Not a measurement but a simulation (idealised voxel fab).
process module | voxel fin reveal
cross-section cut | 300 nm wide | cells 5 nm
A cross-section is a grid of square cells, given in bands from the top down. A band is one or more rows of cells.
Each band's line starts with the height of the band's top and of its bottom, in nm. Then come its materials from left to right, each with its width in nm. One material with "throughout" fills the band from edge to edge. "air" is empty space.
Height 0 is the level under which the wafer as received is all one material. The lowest band goes on downwards, as in "0 down".
A width such as "30 to 40" changes by the same amount from each row of cells to the next, from the band's top row to its bottom row.
"no change" after a step means that no cell of the cross-section changed.
closed voids: empty space of 8 cells or more with no open way to the top, each as width x height at its distance from the left edge, in nm
after a step's settings: what the simulator itself notes on the step
overlay nm, on a step with a mask: how far to the right of its planned place the mask lay; to the left if negative
plan
1 op RECEIVE | material Si
2 op CONFORMAL_DEP | material SiN | thk nm 10
3 op PATTERN | tone cover | mask id FINS | material resist | width nm 15 | pitch nm 35 | thk nm 20 | overlay nm 0
4 op DIRECTIONAL_ETCH | etch materials SiN | depth nm 10
5 op DIRECTIONAL_ETCH | etch materials Si | depth nm 35
6 op STRIP | etch materials resist
7 op OXIDIZE | depth nm 5
8 op FILL_DEP | material SiO2 | thk nm 15
9 op CMP | height nm 10
10 op SELECTIVE_ETCH | etch materials SiO2 | depth nm 25
11 op STRIP | etch materials SiN
first wafer, as planned
as received, after step 1
  0 down: Si throughout
  closed voids: none
after step 2
  10 to 0: SiN throughout
  below 0: unchanged
after step 3
  30 to 10: air 125 | resist 15 | air 20 | resist 15 | air 125
  below 10: unchanged
after step 4
  30 to 10: air 125 | resist 15 | air 20 | resist 15 | air 125
  10 to 0: air 125 | SiN 15 | air 20 | SiN 15 | air 125
  below 0: unchanged
after step 5
  30 to 10: air 125 | resist 15 | air 20 | resist 15 | air 125
  10 to 0: air 125 | SiN 15 | air 20 | SiN 15 | air 125
  0 to -35: air 125 | Si 15 | air 20 | Si 15 | air 125
  below -35: unchanged
after step 6
  10 to 0: air 125 | SiN 15 | air 20 | SiN 15 | air 125
  below 0: unchanged
after step 7
  10 to 0: air 125 | SiN 15 | air 20 | SiN 15 | air 125
  0 to -35: air 125 | SiO2 5 | Si 5 | SiO2 5 | air 20 | SiO2 5 | Si 5 | SiO2 5 | air 125
  -35 to -40: SiO2 130 | Si 5 | SiO2 30 | Si 5 | SiO2 130
  below -40: unchanged
after step 8
  25 to 10: SiO2 throughout
  10 to 0: SiO2 125 | SiN 15 | SiO2 20 | SiN 15 | SiO2 125
  0 to -40: SiO2 130 | Si 5 | SiO2 30 | Si 5 | SiO2 130
  below -40: unchanged
after step 9
  10 to 0: SiO2 125 | SiN 15 | SiO2 20 | SiN 15 | SiO2 125
  below 0: unchanged
after step 10
  10 to 0: air 125 | SiN 15 | air 20 | SiN 15 | air 125
  0 to -15: air 130 | Si 5 | air 30 | Si 5 | air 130
  below -15: unchanged
after step 11
  0 to -15: air 130 | Si 5 | air 30 | Si 5 | air 130
  below -15: unchanged
second wafer: like start, like plan, one mistake. Through step 4 it matches the first wafer
when step 5 should have ended
  30 to 10: air 125 | resist 15 | air 20 | resist 15 | air 125
  10 to 0: air 125 | SiN 15 | air 20 | SiN 15 | air 125
  0 to -25: air 125 | Si 15 | air 20 | Si 15 | air 125
  below -25: unchanged
when step 6 should have ended
  10 to 0: air 125 | SiN 15 | air 20 | SiN 15 | air 125
  below 0: unchanged
when step 7 should have ended
  10 to 0: air 125 | SiN 15 | air 20 | SiN 15 | air 125
  0 to -25: air 125 | SiO2 5 | Si 5 | SiO2 5 | air 20 | SiO2 5 | Si 5 | SiO2 5 | air 125
  -25 to -30: SiO2 130 | Si 5 | SiO2 30 | Si 5 | SiO2 130
  below -30: unchanged
when step 8 should have ended
  25 to 10: SiO2 throughout
  10 to 0: SiO2 125 | SiN 15 | SiO2 20 | SiN 15 | SiO2 125
  0 to -30: SiO2 130 | Si 5 | SiO2 30 | Si 5 | SiO2 130
  below -30: unchanged
when step 9 should have ended
  10 to 0: SiO2 125 | SiN 15 | SiO2 20 | SiN 15 | SiO2 125
  below 0: unchanged
when step 10 should have ended
  10 to 0: air 125 | SiN 15 | air 20 | SiN 15 | air 125
  0 to -15: air 130 | Si 5 | air 30 | Si 5 | air 130
  below -15: unchanged
when step 11 should have ended
  0 to -15: air 130 | Si 5 | air 30 | Si 5 | air 130
  below -15: unchanged
what went wrong: step 5 ran as: op DIRECTIONAL_ETCH | etch materials Si | depth nm 25
at the end the second wafer has, in cells: 116 more of Si | 116 fewer of SiO2
